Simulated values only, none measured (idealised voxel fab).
Name of the process module below: voxel wiring stack
180 nm wide, 5 nm square cells: that's cross-section cut.
Square cells in a grid make up a cross-section in this document, and the grid is given as bands, listed from the top down, each one or more rows of cells.
Heights first: top, then bottom, in nm. Then materials, left to right, each with a width in nm. "throughout" on a single material: fills the band edge to edge. "blank": empty space.
Heights are measured from 0, the level below which the as-received wafer is all one material; the lowest band has no bottom and continues downward, written as in "from 0 down".
Read "30..40" as a graded width: first number on top, second number at the bottom, same change between each pair of neighbouring rows.
"all unchanged" means the step left every cell of the cross-section as it was.
Empty spaces counting at least 8 cells and having no open way to the top are listed in "Enclosed voids". The notation width x height at distance is used for each, the distance being from the left edge and all three values in nm.
Where a step's line continues beyond its settings, the continuation is a remark by the simulator itself on that step.
overlay nm: how far to the right of its planned place the mask lay on this masked step (negative: to the left).
From here on the document is pairs. In a pair, the cross-section before one process step comes with the cross-section after it, and the latter goes no deeper than the lowest band that changed. What lies in between, the step and its settings, is written under the pair. A pair may be from a different run of this module on the same starting wafer than the pair above it, so it continues from that pair only where its entry headed "Preceding state" says so.
Preceding state:
    from 0 down: Si throughout
    Enclosed voids: none
Section, Post-Step:
    from 15 to 0: SiO2 throughout
    All layers under 0 are left as they were.
    Enclosed voids: none
Upper to lower cross-section via CONFORMAL_DEP with material SiO2, thk nm 15
Preceding state: the cross-section after the pair above
Section, Post-Step:
    from 20 to 15: TiN throughout
    All layers under 15 are left as they were.
    Enclosed voids: none
Upper to lower cross-section via DIRECTIONAL_DEP with material TiN, thk nm 5
Preceding state: the cross-section after the pair above
Section, Post-Step:
    from 40 to 20: W throughout
    All layers under 20 are left as they were.
    Enclosed voids: none
Upper to lower cross-section via DIRECTIONAL_DEP with material W, thk nm 20
Preceding state: the cross-section after the pair above
Section, Post-Step:
    from 55 to 40: 55 nm blank, 20 nm resist, 25 nm blank, 20 nm resist, 60 nm blank
    All layers under 40 are left as they were.
    Enclosed voids: none
Upper to lower cross-section via PATTERN with tone cover, mask id METAL_1, material resist, width nm 20, pitch nm 45, thk nm 15, overlay nm 0
Preceding state: the cross-section after the pair above
Section, Post-Step:
    from 55 to 40: 55 nm blank, 20 nm resist, 25 nm blank, 20 nm resist, 60 nm blank
    from 40 to 20: 55 nm blank, 20 nm W, 25 nm blank, 20 nm W, 60 nm blank
    All layers under 20 are left as they were.
    Enclosed voids: none
Upper to lower cross-section via DIRECTIONAL_ETCH with etch materials W, depth nm 20
Preceding state: the cross-section after the pair above
Section, Post-Step:
    from 55 to 40: 55 nm blank, 20 nm resist, 25 nm blank, 20 nm resist, 60 nm blank
    from 40 to 20: 55 nm blank, 20 nm W, 25 nm blank, 20 nm W, 60 nm blank
    from 20 to 15: 55 nm blank, 20 nm TiN, 25 nm blank, 20 nm TiN, 60 nm blank
    All layers under 15 are left as they were.
    Enclosed voids: none
Upper to lower cross-section via DIRECTIONAL_ETCH with etch materials TiN, depth nm 5
Preceding state: the cross-section after the pair above
Section, Post-Step:
    from 40 to 20: 55 nm blank, 20 nm W, 25 nm blank, 20 nm W, 60 nm blank
    All layers under 20 are left as they were.
    Enclosed voids: none
Upper to lower cross-section via STRIP with etch materials resist
Preceding state: the cross-section after the pair above
Section, Post-Step:
    from 45 to 40: 50 nm blank, 30 nm SiCN, 15 nm blank, 30 nm SiCN, 55 nm blank
    from 40 to 20: 50 nm blank, 5 nm SiCN, 20 nm W, 5 nm SiCN, 15 nm blank, 5 nm SiCN, 20 nm W, 5 nm SiCN, 55 nm blank
    from 20 to 15: 55 nm SiCN, 20 nm TiN, 25 nm SiCN, 20 nm TiN, 60 nm SiCN
    All layers under 15 are left as they were.
    Enclosed voids: none
Upper to lower cross-section via CONFORMAL_DEP with material SiCN, thk nm 5
Preceding state: the cross-section after the pair above
Section, Post-Step:
    from 50 to 45: SiO2 throughout
    from 45 to 40: 50 nm SiO2, 30 nm SiCN, 15 nm SiO2, 30 nm SiCN, 55 nm SiO2
    from 40 to 20: 50 nm SiO2, 5 nm SiCN, 20 nm W, 5 nm SiCN, 15 nm SiO2, 5 nm SiCN, 20 nm W, 5 nm SiCN, 55 nm SiO2
    All layers under 20 are left as they were.
    Enclosed voids: none
Upper to lower cross-section via FILL_DEP with material SiO2, thk nm 5
Preceding state: the cross-section after the pair above
Section, Post-Step:
    from 40 to 20: 50 nm SiO2, 5 nm SiCN, 20 nm W, 5 nm SiCN, 15 nm SiO2, 5 nm SiCN, 20 nm W, 5 nm SiCN, 55 nm SiO2
    All layers under 20 are left as they were.
    Enclosed voids: none
Upper to lower cross-section via CMP with height nm 40
Preceding state: the cross-section after the pair above
Section, Post-Step:
    from 45 to 40: SiCN throughout
    All layers under 40 are left as they were.
    Enclosed voids: none
Upper to lower cross-section via CONFORMAL_DEP with material SiCN, thk nm 5
Preceding state: the cross-section after the pair above
Section, Post-Step:
    from 70 to 45: lowk throughout
    All layers under 45 are left as they were.
    Enclosed voids: none
Upper to lower cross-section via DIRECTIONAL_DEP with material lowk, thk nm 25
Preceding state: the cross-section after the pair above
Section, Post-Step:
    from 70 to 55: 55 nm lowk, 20 nm blank, 25 nm lowk, 20 nm blank, 60 nm lowk
    All layers under 55 are left as they were.
    Enclosed voids: none
Upper to lower cross-section via MASKED_ETCH with tone open, mask id METAL_2, width nm 20, pitch nm 45, etch materials lowk, depth nm 15, overlay nm 0
Preceding state: the cross-section after the pair above
Section, Post-Step:
    from 90 to 70: 55 nm resist, 15 nm blank, 110 nm resist
    from 70 to 55: 55 nm lowk, 15 nm blank, 5 nm resist, 25 nm lowk, 20 nm resist, 60 nm lowk
    All layers under 55 are left as they were.
    Enclosed voids: none
Upper to lower cross-section via PATTERN with tone open, mask id METAL_2_HOLES, material resist, width nm 15, thk nm 20, overlay nm 0
Preceding state: the cross-section after the pair above
Section, Post-Step:
    from 90 to 70: 55 nm resist, 15 nm blank, 110 nm resist
    from 70 to 55: 55 nm lowk, 15 nm blank, 5 nm resist, 25 nm lowk, 20 nm resist, 60 nm lowk
    from 55 to 45: 55 nm lowk, 15 nm blank, 110 nm lowk
    All layers under 45 are left as they were.
    Enclosed voids: none
Upper to lower cross-section via DIRECTIONAL_ETCH with etch materials lowk, depth nm 10
Preceding state: the cross-section after the pair above
Section, Post-Step:
    from 90 to 70: 55 nm resist, 15 nm blank, 110 nm resist
    from 70 to 55: 55 nm lowk, 15 nm blank, 5 nm resist, 25 nm lowk, 20 nm resist, 60 nm lowk
    from 55 to 45: 55 nm lowk, 15 nm blank, 110 nm lowk
    from 45 to 40: 55 nm SiCN, 15 nm blank, 110 nm SiCN
    All layers under 40 are left as they were.
    Enclosed voids: none
Upper to lower cross-section via DIRECTIONAL_ETCH with etch materials SiCN, depth nm 5
Preceding state: the cross-section after the pair above
Section, Post-Step:
    from 70 to 55: 55 nm lowk, 20 nm blank, 25 nm lowk, 20 nm blank, 60 nm lowk
    All layers under 55 are left as they were.
    Enclosed voids: none
Upper to lower cross-section via STRIP with etch materials resist
Preceding state: the cross-section after the pair above
Section, Post-Step:
    from 75 to 70: 60 nm TiN, 10 nm blank, 35 nm TiN, 10 nm blank, 65 nm TiN
    from 70 to 60: 55 nm lowk, 5 nm TiN, 10 nm blank, 5 nm TiN, 25 nm lowk, 5 nm TiN, 10 nm blank, 5 nm TiN, 60 nm lowk
    from 60 to 55: 55 nm lowk, 5 nm TiN, 5 nm blank, 10 nm TiN, 25 nm lowk, 20 nm TiN, 60 nm lowk
    from 55 to 45: 55 nm lowk, 5 nm TiN, 5 nm blank, 5 nm TiN, 110 nm lowk
    from 45 to 40: 55 nm SiCN, 15 nm TiN, 110 nm SiCN
    All layers under 40 are left as they were.
    Enclosed voids: none
Upper to lower cross-section via CONFORMAL_DEP with material TiN, thk nm 5
Preceding state: the cross-section after the pair above
Section, Post-Step:
    from 80 to 75: Cu throughout
    from 75 to 70: 60 nm TiN, 10 nm Cu, 35 nm TiN, 10 nm Cu, 65 nm TiN
    from 70 to 60: 55 nm lowk, 5 nm TiN, 10 nm Cu, 5 nm TiN, 25 nm lowk, 5 nm TiN, 10 nm Cu, 5 nm TiN, 60 nm lowk
    from 60 to 55: 55 nm lowk, 5 nm TiN, 5 nm Cu, 10 nm TiN, 25 nm lowk, 20 nm TiN, 60 nm lowk
    from 55 to 45: 55 nm lowk, 5 nm TiN, 5 nm Cu, 5 nm TiN, 110 nm lowk
    All layers under 45 are left as they were.
    Enclosed voids: none
Upper to lower cross-section via FILL_DEP with material Cu, thk nm 5
Preceding state: the cross-section after the pair above
Section, Post-Step:
    from 70 to 60: 55 nm lowk, 5 nm TiN, 10 nm Cu, 5 nm TiN, 25 nm lowk, 5 nm TiN, 10 nm Cu, 5 nm TiN, 60 nm lowk
    All layers under 60 are left as they were.
    Enclosed voids: none
Upper to lower cross-section via CMP with height nm 70
Preceding state: the cross-section after the pair above
Section, Post-Step:
    from 75 to 70: SiN throughout
    All layers under 70 are left as they were.
    Enclosed voids: none
Upper to lower cross-section via CONFORMAL_DEP with material SiN, thk nm 5
Preceding state:
    from 70 to 55: 55 nm lowk, 20 nm blank, 25 nm lowk, 20 nm blank, 60 nm lowk
    from 55 to 45: lowk throughout
    from 45 to 40: SiCN throughout
    from 40 to 20: 50 nm SiO2, 5 nm SiCN, 20 nm W, 5 nm SiCN, 15 nm SiO2, 5 nm SiCN, 20 nm W, 5 nm SiCN, 55 nm SiO2
    from 20 to 15: 55 nm SiCN, 20 nm TiN, 25 nm SiCN, 20 nm TiN, 60 nm SiCN
    from 15 to 0: SiO2 throughout
    from 0 down: Si throughout
    Enclosed voids: none
Section, Post-Step:
    from 60 to 45: 55 nm lowk, 20 nm blank, 25 nm lowk, 20 nm blank, 60 nm lowk
    All layers under 45 are left as they were.
    Enclosed voids: none
Upper to lower cross-section via DIRECTIONAL_ETCH with etch materials lowk, depth nm 10
Preceding state: the cross-section after the pair above
Section, Post-Step:
    from 60 to 45: 55 nm lowk, 20 nm blank, 25 nm lowk, 20 nm blank, 60 nm lowk
    from 45 to 40: 55 nm SiCN, 20 nm blank, 25 nm SiCN, 20 nm blank, 60 nm SiCN
    All layers under 40 are left as they were.
    Enclosed voids: none
Upper to lower cross-section via DIRECTIONAL_ETCH with etch materials SiCN, depth nm 5
Preceding state: the cross-section after the pair above
Section, Post-Step:
    from 65 to 60: 60 nm TiN, 10 nm blank, 35 nm TiN, 10 nm blank, 65 nm TiN
    from 60 to 45: 55 nm lowk, 5 nm TiN, 10 nm blank, 5 nm TiN, 25 nm lowk, 5 nm TiN, 10 nm blank, 5 nm TiN, 60 nm lowk
    from 45 to 40: 55 nm SiCN, 20 nm TiN, 25 nm SiCN, 20 nm TiN, 60 nm SiCN
    All layers under 40 are left as they were.
    Enclosed voids: none
Upper to lower cross-section via CONFORMAL_DEP with material TiN, thk nm 5
Preceding state: the cross-section after the pair above
Section, Post-Step:
    from 70 to 65: Cu throughout
    from 65 to 60: 60 nm TiN, 10 nm Cu, 35 nm TiN, 10 nm Cu, 65 nm TiN
    from 60 to 45: 55 nm lowk, 5 nm TiN, 10 nm Cu, 5 nm TiN, 25 nm lowk, 5 nm TiN, 10 nm Cu, 5 nm TiN, 60 nm lowk
    All layers under 45 are left as they were.
    Enclosed voids: none
Upper to lower cross-section via FILL_DEP with material Cu, thk nm 5
Preceding state: the cross-section after the pair above
Section, Post-Step:
    from 75 to 70: SiN throughout
    All layers under 70 are left as they were.
    Enclosed voids: none
Upper to lower cross-section via CONFORMAL_DEP with material SiN, thk nm 5
Preceding state:
    from 15 to 0: SiO2 throughout
    from 0 down: Si throughout
    Enclosed voids: none
Section, Post-Step:
    from 30 to 0: SiO2 throughout
    All layers under 0 are left as they were.
    Enclosed voids: none
Upper to lower cross-section via CONFORMAL_DEP with material SiO2, thk nm 15
Preceding state: the cross-section after the pair above
Section, Post-Step:
    from 35 to 30: TiN throughout
    All layers under 30 are left as they were.
    Enclosed voids: none
Upper to lower cross-section via DIRECTIONAL_DEP with material TiN, thk nm 5
Preceding state: the cross-section after the pair above
Section, Post-Step:
    from 55 to 35: W throughout
    All layers under 35 are left as they were.
    Enclosed voids: none
Upper to lower cross-section via DIRECTIONAL_DEP with material W, thk nm 20
Preceding state: the cross-section after the pair above
Section, Post-Step:
    from 70 to 55: 55 nm blank, 20 nm resist, 25 nm blank, 20 nm resist, 60 nm blank
    All layers under 55 are left as they were.
    Enclosed voids: none
Upper to lower cross-section via PATTERN with tone cover, mask id METAL_1, material resist, width nm 20, pitch nm 45, thk nm 15, overlay nm 0
Preceding state: the cross-section after the pair above
Section, Post-Step:
    from 70 to 55: 55 nm blank, 20 nm resist, 25 nm blank, 20 nm resist, 60 nm blank
    from 55 to 35: 55 nm blank, 20 nm W, 25 nm blank, 20 nm W, 60 nm blank
    All layers under 35 are left as they were.
    Enclosed voids: none
Upper to lower cross-section via DIRECTIONAL_ETCH with etch materials W, depth nm 20
Preceding state: the cross-section after the pair above
Section, Post-Step:
    from 70 to 55: 55 nm blank, 20 nm resist, 25 nm blank, 20 nm resist, 60 nm blank
    from 55 to 35: 55 nm blank, 20 nm W, 25 nm blank, 20 nm W, 60 nm blank
    from 35 to 30: 55 nm blank, 20 nm TiN, 25 nm blank, 20 nm TiN, 60 nm blank
    All layers under 30 are left as they were.
    Enclosed voids: none
Upper to lower cross-section via DIRECTIONAL_ETCH with etch materials TiN, depth nm 5
Preceding state: the cross-section after the pair above
Section, Post-Step:
    from 55 to 35: 55 nm blank, 20 nm W, 25 nm blank, 20 nm W, 60 nm blank
    All layers under 35 are left as they were.
    Enclosed voids: none
Upper to lower cross-section via STRIP with etch materials resist
Preceding state: the cross-section after the pair above
Section, Post-Step:
    from 60 to 55: 50 nm blank, 30 nm SiCN, 15 nm blank, 30 nm SiCN, 55 nm blank
    from 55 to 35: 50 nm blank, 5 nm SiCN, 20 nm W, 5 nm SiCN, 15 nm blank, 5 nm SiCN, 20 nm W, 5 nm SiCN, 55 nm blank
    from 35 to 30: 55 nm SiCN, 20 nm TiN, 25 nm SiCN, 20 nm TiN, 60 nm SiCN
    All layers under 30 are left as they were.
    Enclosed voids: none
Upper to lower cross-section via CONFORMAL_DEP with material SiCN, thk nm 5
Preceding state: the cross-section after the pair above
Section, Post-Step:
    from 65 to 60: SiO2 throughout
    from 60 to 55: 50 nm SiO2, 30 nm SiCN, 15 nm SiO2, 30 nm SiCN, 55 nm SiO2
    from 55 to 35: 50 nm SiO2, 5 nm SiCN, 20 nm W, 5 nm SiCN, 15 nm SiO2, 5 nm SiCN, 20 nm W, 5 nm SiCN, 55 nm SiO2
    All layers under 35 are left as they were.
    Enclosed voids: none
Upper to lower cross-section via FILL_DEP with material SiO2, thk nm 5
Preceding state: the cross-section after the pair above
Section, Post-Step:
    from 40 to 35: 50 nm SiO2, 5 nm SiCN, 20 nm W, 5 nm SiCN, 15 nm SiO2, 5 nm SiCN, 20 nm W, 5 nm SiCN, 55 nm SiO2
    All layers under 35 are left as they were.
    Enclosed voids: none
Upper to lower cross-section via CMP with height nm 40
Preceding state: the cross-section after the pair above
Section, Post-Step:
    from 45 to 40: SiCN throughout
    All layers under 40 are left as they were.
    Enclosed voids: none
Upper to lower cross-section via CONFORMAL_DEP with material SiCN, thk nm 5
Preceding state: the cross-section after the pair above
Section, Post-Step:
    from 70 to 45: lowk throughout
    All layers under 45 are left as they were.
    Enclosed voids: none
Upper to lower cross-section via DIRECTIONAL_DEP with material lowk, thk nm 25
Preceding state: the cross-section after the pair above
Section, Post-Step:
    from 70 to 55: 55 nm lowk, 20 nm blank, 25 nm lowk, 20 nm blank, 60 nm lowk
    All layers under 55 are left as they were.
    Enclosed voids: none
Upper to lower cross-section via MASKED_ETCH with tone open, mask id METAL_2, width nm 20, pitch nm 45, etch materials lowk, depth nm 15, overlay nm 0
Preceding state: the cross-section after the pair above
Section, Post-Step:
    from 90 to 70: 55 nm resist, 15 nm blank, 110 nm resist
    from 70 to 55: 55 nm lowk, 15 nm blank, 5 nm resist, 25 nm lowk, 20 nm resist, 60 nm lowk
    All layers under 55 are left as they were.
    Enclosed voids: none
Upper to lower cross-section via PATTERN with tone open, mask id METAL_2_HOLES, material resist, width nm 15, thk nm 20, overlay nm 0
Preceding state: the cross-section after the pair above
Section, Post-Step:
    from 90 to 70: 55 nm resist, 15 nm blank, 110 nm resist
    from 70 to 55: 55 nm lowk, 15 nm blank, 5 nm resist, 25 nm lowk, 20 nm resist, 60 nm lowk
    from 55 to 45: 55 nm lowk, 15 nm blank, 110 nm lowk
    All layers under 45 are left as they were.
    Enclosed voids: none
Upper to lower cross-section via DIRECTIONAL_ETCH with etch materials lowk, depth nm 10
Preceding state: the cross-section after the pair above
Section, Post-Step:
    from 90 to 70: 55 nm resist, 15 nm blank, 110 nm resist
    from 70 to 55: 55 nm lowk, 15 nm blank, 5 nm resist, 25 nm lowk, 20 nm resist, 60 nm lowk
    from 55 to 45: 55 nm lowk, 15 nm blank, 110 nm lowk
    from 45 to 40: 55 nm SiCN, 15 nm blank, 110 nm SiCN
    All layers under 40 are left as they were.
    Enclosed voids: none
Upper to lower cross-section via DIRECTIONAL_ETCH with etch materials SiCN, depth nm 5
Preceding state: the cross-section after the pair above
Section, Post-Step:
    from 70 to 55: 55 nm lowk, 20 nm blank, 25 nm lowk, 20 nm blank, 60 nm lowk
    All layers under 55 are left as they were.
    Enclosed voids: none
Upper to lower cross-section via STRIP with etch materials resist
Preceding state: the cross-section after the pair above
Section, Post-Step:
    from 75 to 70: 60 nm TiN, 10 nm blank, 35 nm TiN, 10 nm blank, 65 nm TiN
    from 70 to 60: 55 nm lowk, 5 nm TiN, 10 nm blank, 5 nm TiN, 25 nm lowk, 5 nm TiN, 10 nm blank, 5 nm TiN, 60 nm lowk
    from 60 to 55: 55 nm lowk, 5 nm TiN, 5 nm blank, 10 nm TiN, 25 nm lowk, 20 nm TiN, 60 nm lowk
    from 55 to 45: 55 nm lowk, 5 nm TiN, 5 nm blank, 5 nm TiN, 110 nm lowk
    from 45 to 40: 55 nm SiCN, 15 nm TiN, 110 nm SiCN
    All layers under 40 are left as they were.
    Enclosed voids: none
Upper to lower cross-section via CONFORMAL_DEP with material TiN, thk nm 5
Preceding state: the cross-section after the pair above
Section, Post-Step:
    from 80 to 75: Cu throughout
    from 75 to 70: 60 nm TiN, 10 nm Cu, 35 nm TiN, 10 nm Cu, 65 nm TiN
    from 70 to 60: 55 nm lowk, 5 nm TiN, 10 nm Cu, 5 nm TiN, 25 nm lowk, 5 nm TiN, 10 nm Cu, 5 nm TiN, 60 nm lowk
    from 60 to 55: 55 nm lowk, 5 nm TiN, 5 nm Cu, 10 nm TiN, 25 nm lowk, 20 nm TiN, 60 nm lowk
    from 55 to 45: 55 nm lowk, 5 nm TiN, 5 nm Cu, 5 nm TiN, 110 nm lowk
    All layers under 45 are left as they were.
    Enclosed voids: none
Upper to lower cross-section via FILL_DEP with material Cu, thk nm 5
Preceding state: the cross-section after the pair above
Section, Post-Step:
    from 70 to 60: 55 nm lowk, 5 nm TiN, 10 nm Cu, 5 nm TiN, 25 nm lowk, 5 nm TiN, 10 nm Cu, 5 nm TiN, 60 nm lowk
    All layers under 60 are left as they were.
    Enclosed voids: none
Upper to lower cross-section via CMP with height nm 70
Preceding state: the cross-section after the pair above
Section, Post-Step:
    from 75 to 70: SiN throughout
    All layers under 70 are left as they were.
    Enclosed voids: none
Upper to lower cross-section via CONFORMAL_DEP with material SiN, thk nm 5
Preceding state:
    from 15 to 0: SiO2 throughout
    from 0 down: Si throughout
    Enclosed voids: none
Section, Post-Step:
    from 35 to 15: W throughout
    All layers under 15 are left as they were.
    Enclosed voids: none
Upper to lower cross-section via DIRECTIONAL_DEP with material W, thk nm 20
Preceding state: the cross-section after the pair above
Section, Post-Step:
    from 40 to 35: TiN throughout
    All layers under 35 are left as they were.
    Enclosed voids: none
Upper to lower cross-section via DIRECTIONAL_DEP with material TiN, thk nm 5
Preceding state: the cross-section after the pair above
Section, Post-Step:
    from 55 to 40: 55 nm blank, 20 nm resist, 25 nm blank, 20 nm resist, 60 nm blank
    All layers under 40 are left as they were.
    Enclosed voids: none
Upper to lower cross-section via PATTERN with tone cover, mask id METAL_1, material resist, width nm 20, pitch nm 45, thk nm 15, overlay nm 0
Preceding state: the cross-section after the pair above
Section, Post-Step:
    from 55 to 40: 55 nm blank, 20 nm resist, 25 nm blank, 20 nm resist, 60 nm blank
    from 40 to 35: 55 nm blank, 20 nm TiN, 25 nm blank, 20 nm TiN, 60 nm blank
    All layers under 35 are left as they were.
    Enclosed voids: none
Upper to lower cross-section via DIRECTIONAL_ETCH with etch materials TiN, depth nm 5
Preceding state: the cross-section after the pair above
Section, Post-Step:
    from 40 to 35: 55 nm blank, 20 nm TiN, 25 nm blank, 20 nm TiN, 60 nm blank
    All layers under 35 are left as they were.
    Enclosed voids: none
Upper to lower cross-section via STRIP with etch materials resist
Preceding state: the cross-section after the pair above
Section, Post-Step:
    from 45 to 40: 50 nm blank, 30 nm SiCN, 15 nm blank, 30 nm SiCN, 55 nm blank
    from 40 to 35: 55 nm SiCN, 20 nm TiN, 25 nm SiCN, 20 nm TiN, 60 nm SiCN
    All layers under 35 are left as they were.
    Enclosed voids: none
Upper to lower cross-section via CONFORMAL_DEP with material SiCN, thk nm 5
Preceding state: the cross-section after the pair above
Section, Post-Step:
    from 50 to 45: SiO2 throughout
    from 45 to 40: 50 nm SiO2, 30 nm SiCN, 15 nm SiO2, 30 nm SiCN, 55 nm SiO2
    All layers under 40 are left as they were.
    Enclosed voids: none
Upper to lower cross-section via FILL_DEP with material SiO2, thk nm 5
Preceding state: the cross-section after the pair above
Section, Post-Step:
    from 40 to 35: 55 nm SiCN, 20 nm TiN, 25 nm SiCN, 20 nm TiN, 60 nm SiCN
    All layers under 35 are left as they were.
    Enclosed voids: none
Upper to lower cross-section via CMP with height nm 40
Preceding state: the cross-section after the pair above
Section, Post-Step:
    from 45 to 40: SiCN throughout
    All layers under 40 are left as they were.
    Enclosed voids: none
Upper to lower cross-section via CONFORMAL_DEP with material SiCN, thk nm 5
Preceding state: the cross-section after the pair above
Section, Post-Step:
    from 70 to 45: lowk throughout
    All layers under 45 are left as they were.
    Enclosed voids: none
Upper to lower cross-section via DIRECTIONAL_DEP with material lowk, thk nm 25
Preceding state: the cross-section after the pair above
Section, Post-Step:
    from 70 to 55: 55 nm lowk, 20 nm blank, 25 nm lowk, 20 nm blank, 60 nm lowk
    All layers under 55 are left as they were.
    Enclosed voids: none
Upper to lower cross-section via MASKED_ETCH with tone open, mask id METAL_2, width nm 20, pitch nm 45, etch materials lowk, depth nm 15, overlay nm 0
Preceding state: the cross-section after the pair above
Section, Post-Step:
    from 90 to 70: 55 nm resist, 15 nm blank, 110 nm resist
    from 70 to 55: 55 nm lowk, 15 nm blank, 5 nm resist, 25 nm lowk, 20 nm resist, 60 nm lowk
    All layers under 55 are left as they were.
    Enclosed voids: none
Upper to lower cross-section via PATTERN with tone open, mask id METAL_2_HOLES, material resist, width nm 15, thk nm 20, overlay nm 0
Preceding state: the cross-section after the pair above
Section, Post-Step:
    from 90 to 70: 55 nm resist, 15 nm blank, 110 nm resist
    from 70 to 55: 55 nm lowk, 15 nm blank, 5 nm resist, 25 nm lowk, 20 nm resist, 60 nm lowk
    from 55 to 45: 55 nm lowk, 15 nm blank, 110 nm lowk
    All layers under 45 are left as they were.
    Enclosed voids: none
Upper to lower cross-section via DIRECTIONAL_ETCH with etch materials lowk, depth nm 10
Preceding state: the cross-section after the pair above
Section, Post-Step:
    from 90 to 70: 55 nm resist, 15 nm blank, 110 nm resist
    from 70 to 55: 55 nm lowk, 15 nm blank, 5 nm resist, 25 nm lowk, 20 nm resist, 60 nm lowk
    from 55 to 45: 55 nm lowk, 15 nm blank, 110 nm lowk
    from 45 to 40: 55 nm SiCN, 15 nm blank, 110 nm SiCN
    All layers under 40 are left as they were.
    Enclosed voids: none
Upper to lower cross-section via DIRECTIONAL_ETCH with etch materials SiCN, depth nm 5
Preceding state: the cross-section after the pair above
Section, Post-Step:
    from 70 to 55: 55 nm lowk, 20 nm blank, 25 nm lowk, 20 nm blank, 60 nm lowk
    All layers under 55 are left as they were.
    Enclosed voids: none
Upper to lower cross-section via STRIP with etch materials resist
Preceding state: the cross-section after the pair above
Section, Post-Step:
    from 75 to 70: 60 nm TiN, 10 nm blank, 35 nm TiN, 10 nm blank, 65 nm TiN
    from 70 to 60: 55 nm lowk, 5 nm TiN, 10 nm blank, 5 nm TiN, 25 nm lowk, 5 nm TiN, 10 nm blank, 5 nm TiN, 60 nm lowk
    from 60 to 55: 55 nm lowk, 5 nm TiN, 5 nm blank, 10 nm TiN, 25 nm lowk, 20 nm TiN, 60 nm lowk
    from 55 to 45: 55 nm lowk, 5 nm TiN, 5 nm blank, 5 nm TiN, 110 nm lowk
    from 45 to 40: 55 nm SiCN, 15 nm TiN, 110 nm SiCN
    All layers under 40 are left as they were.
    Enclosed voids: none
Upper to lower cross-section via CONFORMAL_DEP with material TiN, thk nm 5
Preceding state: the cross-section after the pair above
Section, Post-Step:
    from 80 to 75: Cu throughout
    from 75 to 70: 60 nm TiN, 10 nm Cu, 35 nm TiN, 10 nm Cu, 65 nm TiN
    from 70 to 60: 55 nm lowk, 5 nm TiN, 10 nm Cu, 5 nm TiN, 25 nm lowk, 5 nm TiN, 10 nm Cu, 5 nm TiN, 60 nm lowk
    from 60 to 55: 55 nm lowk, 5 nm TiN, 5 nm Cu, 10 nm TiN, 25 nm lowk, 20 nm TiN, 60 nm lowk
    from 55 to 45: 55 nm lowk, 5 nm TiN, 5 nm Cu, 5 nm TiN, 110 nm lowk
    All layers under 45 are left as they were.
    Enclosed voids: none
Upper to lower cross-section via FILL_DEP with material Cu, thk nm 5
Preceding state: the cross-section after the pair above
Section, Post-Step:
    from 70 to 60: 55 nm lowk, 5 nm TiN, 10 nm Cu, 5 nm TiN, 25 nm lowk, 5 nm TiN, 10 nm Cu, 5 nm TiN, 60 nm lowk
    All layers under 60 are left as they were.
    Enclosed voids: none
Upper to lower cross-section via CMP with height nm 70
Preceding state: the cross-section after the pair above
Section, Post-Step:
    from 75 to 70: SiN throughout
    All layers under 70 are left as they were.
    Enclosed voids: none
Upper to lower cross-section via CONFORMAL_DEP with material SiN, thk nm 5
Preceding state:
    from 0 down: Si throughout
    Enclosed voids: none
Section, Post-Step:
    from 10 to 0: SiO2 throughout
    All layers under 0 are left as they were.
    Enclosed voids: none
Upper to lower cross-section via CONFORMAL_DEP with material SiO2, thk nm 10
Preceding state: the cross-section after the pair above
Section, Post-Step:
    from 15 to 10: TiN throughout
    All layers under 10 are left as they were.
    Enclosed voids: none
Upper to lower cross-section via DIRECTIONAL_DEP with material TiN, thk nm 5
Preceding state: the cross-section after the pair above
Section, Post-Step:
    from 35 to 15: W throughout
    All layers under 15 are left as they were.
    Enclosed voids: none
Upper to lower cross-section via DIRECTIONAL_DEP with material W, thk nm 20
Preceding state: the cross-section after the pair above
Section, Post-Step:
    from 50 to 35: 55 nm blank, 20 nm resist, 25 nm blank, 20 nm resist, 60 nm blank
    All layers under 35 are left as they were.
    Enclosed voids: none
Upper to lower cross-section via PATTERN with tone cover, mask id METAL_1, material resist, width nm 20, pitch nm 45, thk nm 15, overlay nm 0
Preceding state: the cross-section after the pair above
Section, Post-Step:
    from 50 to 35: 55 nm blank, 20 nm resist, 25 nm blank, 20 nm resist, 60 nm blank
    from 35 to 15: 55 nm blank, 20 nm W, 25 nm blank, 20 nm W, 60 nm blank
    All layers under 15 are left as they were.
    Enclosed voids: none
Upper to lower cross-section via DIRECTIONAL_ETCH with etch materials W, depth nm 20
Preceding state: the cross-section after the pair above
Section, Post-Step:
    from 50 to 35: 55 nm blank, 20 nm resist, 25 nm blank, 20 nm resist, 60 nm blank
    from 35 to 15: 55 nm blank, 20 nm W, 25 nm blank, 20 nm W, 60 nm blank
    from 15 to 10: 55 nm blank, 20 nm TiN, 25 nm blank, 20 nm TiN, 60 nm blank
    All layers under 10 are left as they were.
    Enclosed voids: none
Upper to lower cross-section via DIRECTIONAL_ETCH with etch materials TiN, depth nm 5
Preceding state: the cross-section after the pair above
Section, Post-Step:
    from 35 to 15: 55 nm blank, 20 nm W, 25 nm blank, 20 nm W, 60 nm blank
    All layers under 15 are left as they were.
    Enclosed voids: none
Upper to lower cross-section via STRIP with etch materials resist
Preceding state: the cross-section after the pair above
Section, Post-Step:
    from 40 to 35: 50 nm blank, 30 nm SiCN, 15 nm blank, 30 nm SiCN, 55 nm blank
    from 35 to 15: 50 nm blank, 5 nm SiCN, 20 nm W, 5 nm SiCN, 15 nm blank, 5 nm SiCN, 20 nm W, 5 nm SiCN, 55 nm blank
    from 15 to 10: 55 nm SiCN, 20 nm TiN, 25 nm SiCN, 20 nm TiN, 60 nm SiCN
    All layers under 10 are left as they were.
    Enclosed voids: none
Upper to lower cross-section via CONFORMAL_DEP with material SiCN, thk nm 5
Preceding state: the cross-section after the pair above
Section, Post-Step:
    from 45 to 40: SiO2 throughout
    from 40 to 35: 50 nm SiO2, 30 nm SiCN, 15 nm SiO2, 30 nm SiCN, 55 nm SiO2
    from 35 to 15: 50 nm SiO2, 5 nm SiCN, 20 nm W, 5 nm SiCN, 15 nm SiO2, 5 nm SiCN, 20 nm W, 5 nm SiCN, 55 nm SiO2
    All layers under 15 are left as they were.
    Enclosed voids: none
Upper to lower cross-section via FILL_DEP with material SiO2, thk nm 5
Preceding state: the cross-section after the pair above
Section, Post-Step:
    from 40 to 35: 50 nm SiO2, 30 nm SiCN, 15 nm SiO2, 30 nm SiCN, 55 nm SiO2
    All layers under 35 are left as they were.
    Enclosed voids: none
Upper to lower cross-section via CMP with height nm 40
Preceding state: the cross-section after the pair above
Section, Post-Step:
    from 45 to 40: SiCN throughout
    All layers under 40 are left as they were.
    Enclosed voids: none
Upper to lower cross-section via CONFORMAL_DEP with material SiCN, thk nm 5
Preceding state: the cross-section after the pair above
Section, Post-Step:
    from 70 to 45: lowk throughout
    All layers under 45 are left as they were.
    Enclosed voids: none
Upper to lower cross-section via DIRECTIONAL_DEP with material lowk, thk nm 25
